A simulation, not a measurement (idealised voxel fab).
process module | voxel wiring stack
cross-section cut | 275 nm wide | cells 5 nm
A cross-section is a grid of square cells, given in bands from the top down. A band is one or more rows of cells.
Each band's line starts with the height of the band's top and of its bottom, in nm. Then come its materials from left to right, each with its width in nm. One material with "throughout" fills the band from edge to edge. "air" is empty space.
Height 0 is the level under which the wafer as received is all one material. The lowest band goes on downwards, as in "0 down".
A width such as "30 to 40" changes by the same amount from each row of cells to the next, from the band's top row to its bottom row.
"no change" after a step means that no cell of the cross-section changed.
closed voids: empty space of 8 cells or more with no open way to the top, each as width x height at its distance from the left edge, in nm
after a step's settings: what the simulator itself notes on the step
overlay nm, on a step with a mask: how far to the right of its planned place the mask lay; to the left if negative
plan
1 op RECEIVE | material Si
2 op CONFORMAL_DEP | material SiO2 | thk nm 15
3 op CONFORMAL_DEP | material SiCN | thk nm 5
4 op DIRECTIONAL_DEP | material lowk | thk nm 20
5 op MASKED_ETCH | tone open | mask id METAL_1 | width nm 30 | pitch nm 55 | etch materials lowk | depth nm 20 | overlay nm 0
6 op MASKED_ETCH | tone open | mask id METAL_1 | width nm 30 | pitch nm 55 | etch materials SiCN | depth nm 5 | overlay nm 0
7 op CONFORMAL_DEP | material TiN | thk nm 5
8 op FILL_DEP | material Ru | thk nm 5
9 op CMP | height nm 40
10 op CONFORMAL_DEP | material SiCN | thk nm 5
11 op DIRECTIONAL_DEP | material lowk | thk nm 25
12 op DIRECTIONAL_DEP | material aC | thk nm 10
13 op PATTERN | tone open | mask id METAL_2 | material resist | width nm 30 | pitch nm 55 | thk nm 25 | overlay nm 0
14 op DIRECTIONAL_ETCH | etch materials aC | depth nm 10
15 op STRIP | etch materials resist
16 op DIRECTIONAL_ETCH | etch materials lowk | depth nm 15
17 op STRIP | etch materials aC
18 op DIRECTIONAL_DEP | material aC | thk nm 15
19 op PATTERN | tone open | mask id METAL_2_HOLES | material resist | width nm 15 | pitch nm 55 | thk nm 30 | overlay nm 0
20 op DIRECTIONAL_ETCH | etch materials aC | depth nm 15
21 op STRIP | etch materials resist
22 op DIRECTIONAL_ETCH | etch materials lowk | depth nm 10
23 op DIRECTIONAL_ETCH | etch materials SiCN | depth nm 5
24 op STRIP | etch materials aC
25 op CONFORMAL_DEP | material TiN | thk nm 5
26 op FILL_DEP | material Cu | thk nm 10
27 op CMP | height nm 70
28 op CONFORMAL_DEP | material SiCN | thk nm 5
as received, after step 1
  0 down: Si throughout
  closed voids: none
a wafer at the end: this start, this plan, one mistake
  75 to 70: SiCN throughout
  70 to 60: lowk 40 | TiN 5 | Cu 20 | TiN 5 | lowk 25 | TiN 5 | Cu 20 | TiN 5 | lowk 25 | TiN 5 | Cu 20 | TiN 5 | lowk 25 | TiN 5 | Cu 20 | TiN 5 | lowk 40
  60 to 55: lowk 40 | TiN 5 | Cu 5 | TiN 20 | lowk 25 | TiN 5 | Cu 5 | TiN 20 | lowk 25 | TiN 5 | Cu 5 | TiN 20 | lowk 25 | TiN 5 | Cu 5 | TiN 20 | lowk 40
  55 to 45: lowk 40 | TiN 5 | Cu 5 | TiN 5 | lowk 40 | TiN 5 | Cu 5 | TiN 5 | lowk 40 | TiN 5 | Cu 5 | TiN 5 | lowk 40 | TiN 5 | Cu 5 | TiN 5 | lowk 55
  45 to 40: SiCN 40 | TiN 15 | SiCN 40 | TiN 15 | SiCN 40 | TiN 15 | SiCN 40 | TiN 15 | SiCN 55
  40 to 20: Cu throughout
  20 to 15: SiCN throughout
  15 to 0: SiO2 throughout
  0 down: Si throughout
  closed voids: none
what went wrong: step 4 ran as: op DIRECTIONAL_DEP | material Cu | thk nm 20
